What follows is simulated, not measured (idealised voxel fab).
A process module follows: voxel trench capacitor.
Square cell edge 5 nm, section width 140 nm, ID cut.
In this document a cross-section is written as a grid of square cells. It is given as a series of bands, listed from the top down, and a band is one or more rows of cells.
Per band: top height and bottom height in nm, followed by the left-to-right materials and their widths in nm; "throughout" marks a single material spanning edge to edge, "air" marks empty space.
Height 0 is the level under which the wafer as received is all one material. The lowest band goes on downwards, as in "0..down".
So if you see something like "30 to 40" for the width, read it as the top row of the band sitting at the first number and the bottom row at the second, with every row in between moving by the same amount as the last.
"no modifications" after a step means that no cell of the cross-section changed.
The label "Trapped cavities" introduces a list of the empty spaces, 8 cells or larger, that have no open way up to the top; each entry in it reads width x height at distance, where the distance is taken from the left edge and all three are stated in nm.
On a step's line, text after the settings is the simulator commenting on that step.
Each step line may optionally specify "overlay nm", which for a step with a mask gives the rightward distance between the mask's planned place and where it lay, a negative value indicating the leftward direction.

### Set out below are the planned steps of the process
1: RECEIVE: material Si
2: CONFORMAL_DEP: material SiN, thk nm 10
3: PATTERN: tone open, mask id TRENCH, material resist, width nm 20, pitch nm 40, thk nm 15, overlay nm 0
4: DIRECTIONAL_ETCH: etch materials SiN, depth nm 10
5: DIRECTIONAL_ETCH: etch materials Si, depth nm 25
6: STRIP: etch materials resist
7: CONFORMAL_DEP: material SiO2, thk nm 5
8: FILL_DEP: material polySi, thk nm 10
9: CMP: height nm 10

### Step 1 complete: cross-section of the wafer as received
- 0..down  Si throughout
- Trapped cavities: none

### End-of-module cross-section of the first of two wafers, processed as planned
- 10..0  SiN 40 | SiO2 5 | polySi 10 | SiO2 5 | SiN 20 | SiO2 5 | polySi 10 | SiO2 5 | SiN 40
- 0..-20  Si 40 | SiO2 5 | polySi 10 | SiO2 5 | Si 20 | SiO2 5 | polySi 10 | SiO2 5 | Si 40
- -20..-25  Si 40 | SiO2 20 | Si 20 | SiO2 20 | Si 40
- -25..down  Si throughout
- Trapped cavities: none

### Here is the second of the two wafers cut open at the end of the module - same start, same plan as the first one, but we made one mistake running it
- 10..0  SiN 40 | SiO2 5 | polySi 10 | SiO2 5 | SiN 20 | SiO2 5 | polySi 10 | SiO2 5 | SiN 40
- 0..-10  Si 40 | SiO2 5 | polySi 10 | SiO2 5 | Si 20 | SiO2 5 | polySi 10 | SiO2 5 | Si 40
- -10..-15  Si 40 | SiO2 20 | Si 20 | SiO2 20 | Si 40
- -15..down  Si throughout
- Trapped cavities: none
Heads up, the wafer didn't run the way we planned it: step 5 was processed under conditions differing from the plan, specifically as DIRECTIONAL_ETCH: etch materials Si, depth nm 15
Final tally in cells, some materials are higher or lower on the second wafer than on the first: 16 more of Si | 8 fewer of SiO2 | 8 fewer of polySi
